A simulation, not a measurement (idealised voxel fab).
voxel gate over fins: a process module
We display cut, a cross-section 220 nm in width whose square cells are each 5 nm.
Just so we're on the same page, the cross-sections are grids of square cells, and they're listed out in bands top to bottom, each band one or more rows deep. In this notation a band is specified by the heights of its top and bottom, in that order and in nm, after which its materials appear from left to right, each paired with its width in nm. The word "everywhere" attached to a single material means that material fills the band from edge to edge; the word "blank" stands for empty space. The level at which height equals 0 is the one under which the wafer, as it arrives, is entirely one material. No lower edge exists for the bottom band, which continues downward and is notated as in "0 nm and below". With a width like "30..40", each row of cells in the band differs from the next by the same amount, the top row carrying the first number and the bottom row the second. The designation "no alterations made", where it is given for a processing step, indicates that no cell of the cross-section was altered in the course of that step. Basically, "Sealed-off cavities" tells you about the enclosed voids: empty spaces with no open way to the top, 8 cells or bigger, each written width x height at distance, where distance is from the left edge, all in nm. If you see something after the settings on a step's line, that's the simulator's own remark about that step. A step line may carry the setting "overlay nm", which, for steps involving a mask, states the distance by which the mask lay to the right of its intended position; negative values denote displacement to the left.

PLAN
step 1: RECEIVE with material Si
step 2: CONFORMAL_DEP with material SiN, thk nm 10
step 3: PATTERN with tone cover, mask id FINS, material resist, width nm 15, pitch nm 45, thk nm 15, overlay nm 0
step 4: DIRECTIONAL_ETCH with etch materials SiN, depth nm 10
step 5: DIRECTIONAL_ETCH with etch materials Si, depth nm 40
step 6: STRIP with etch materials resist
step 7: FILL_DEP with material SiO2, thk nm 15
step 8: CMP with height nm 10
step 9: SELECTIVE_ETCH with etch materials SiO2, depth nm 20
step 10: STRIP with etch materials SiN
step 11: CONFORMAL_DEP with material HfO2, thk nm 5
step 12: CONFORMAL_DEP with material TiN, thk nm 5
step 13: CONFORMAL_DEP with material TiAl, thk nm 5
step 14: CONFORMAL_DEP with material TiN, thk nm 5
step 15: FILL_DEP with material W, thk nm 15
step 16: CMP with height nm 30
step 17: CONFORMAL_DEP with material SiCN, thk nm 10
The value of width nm given for step 3 in the plan refers to the first wafer; the wafers vary in this setting and are alike at the start.

CROSS-SECTION: THE FIRST OF SEVERAL WAFERS IN ITS AS-RECEIVED STATE, I.E. FOLLOWING STEP 1
    0 nm and below = Si everywhere
    Sealed-off cavities: none

CROSS-SECTION OF THE FIRST OF SEVERAL WAFERS ONCE THE MODULE HAS RUN THROUGH ITS LAST STEP, STEP 17
    40 nm to 30 nm = SiCN everywhere
    30 nm to 20 nm = W everywhere
    20 nm to 15 nm = W 15 nm, TiN 190 nm, W 15 nm
    15 nm to 10 nm = W 15 nm, TiN 5 nm, TiAl 180 nm, TiN 5 nm, W 15 nm
    10 nm to 5 nm = TiN 20 nm, TiAl 5 nm, TiN 35 nm, TiAl 10 nm, TiN 35 nm, TiAl 10 nm, TiN 35 nm, TiAl 10 nm, TiN 35 nm, TiAl 5 nm, TiN 20 nm
    5 nm to 0 nm = TiAl 25 nm, TiN 5 nm, HfO2 25 nm, TiN 5 nm, TiAl 10 nm, TiN 5 nm, HfO2 25 nm, TiN 5 nm, TiAl 10 nm, TiN 5 nm, HfO2 25 nm, TiN 5 nm, TiAl 10 nm, TiN 5 nm, HfO2 25 nm, TiN 5 nm, TiAl 25 nm
    0 nm to -5 nm = TiN 30 nm, HfO2 5 nm, Si 15 nm, HfO2 5 nm, TiN 20 nm, HfO2 5 nm, Si 15 nm, HfO2 5 nm, TiN 20 nm, HfO2 5 nm, Si 15 nm, HfO2 5 nm, TiN 20 nm, HfO2 5 nm, Si 15 nm, HfO2 5 nm, TiN 30 nm
    -5 nm to -10 nm = HfO2 35 nm, Si 15 nm, HfO2 30 nm, Si 15 nm, HfO2 30 nm, Si 15 nm, HfO2 30 nm, Si 15 nm, HfO2 35 nm
    -10 nm to -40 nm = SiO2 35 nm, Si 15 nm, SiO2 30 nm, Si 15 nm, SiO2 30 nm, Si 15 nm, SiO2 30 nm, Si 15 nm, SiO2 35 nm
    -40 nm and below = Si everywhere
    Sealed-off cavities: none

MODULE END, FINAL WAFER: CROSS-SECTION
    40 nm to 30 nm = SiCN everywhere
    30 nm to 20 nm = W everywhere
    20 nm to 15 nm = W 10 nm, TiN 205 nm, W 5 nm
    15 nm to 10 nm = W 10 nm, TiN 5 nm, TiAl 195 nm, TiN 5 nm, W 5 nm
    10 nm to 5 nm = TiN 15 nm, TiAl 5 nm, TiN 185 nm, TiAl 5 nm, TiN 10 nm
    5 nm to 0 nm = TiAl 20 nm, TiN 5 nm, HfO2 40 nm, TiN 5 nm, HfO2 40 nm, TiN 5 nm, HfO2 40 nm, TiN 5 nm, HfO2 40 nm, TiN 5 nm, TiAl 15 nm
    0 nm to -5 nm = TiN 25 nm, HfO2 5 nm, Si 30 nm, HfO2 5 nm, TiN 5 nm, HfO2 5 nm, Si 30 nm, HfO2 5 nm, TiN 5 nm, HfO2 5 nm, Si 30 nm, HfO2 5 nm, TiN 5 nm, HfO2 5 nm, Si 30 nm, HfO2 5 nm, TiN 20 nm
    -5 nm to -10 nm = HfO2 30 nm, Si 30 nm, HfO2 15 nm, Si 30 nm, HfO2 15 nm, Si 30 nm, HfO2 15 nm, Si 30 nm, HfO2 25 nm
    -10 nm to -40 nm = SiO2 30 nm, Si 30 nm, SiO2 15 nm, Si 30 nm, SiO2 15 nm, Si 30 nm, SiO2 15 nm, Si 30 nm, SiO2 25 nm
    -40 nm and below = Si everywhere
    Sealed-off cavities: none

THE ROWS OF THE TABLE BELOW ARE WAFERS. LOOKING AT THE END OF THE MODULE, A ROW COUNTS, FOR EVERY MATERIAL, THE CELLS THE WAFER HAS GAINED, SHOWN AS (+), OR LOST, SHOWN AS (-), SINCE IT WAS RECEIVED; ITS CLOSED VOIDS COME NEXT
width nm 15 | +60 HfO2 | -256 Si | +88 SiCN | +192 SiO2 | +60 TiAl | +108 TiN | +100 W | Sealed-off cavities: none
width nm 20 | +60 HfO2 | -224 Si | +88 SiCN | +168 SiO2 | +54 TiAl | +108 TiN | +98 W | Sealed-off cavities: none
width nm 25 | +60 HfO2 | -192 Si | +88 SiCN | +144 SiO2 | +48 TiAl | +108 TiN | +96 W | Sealed-off cavities: none
width nm 30 | +60 HfO2 | -160 Si | +88 SiCN | +120 SiO2 | +48 TiAl | +102 TiN | +94 W | Sealed-off cavities: none
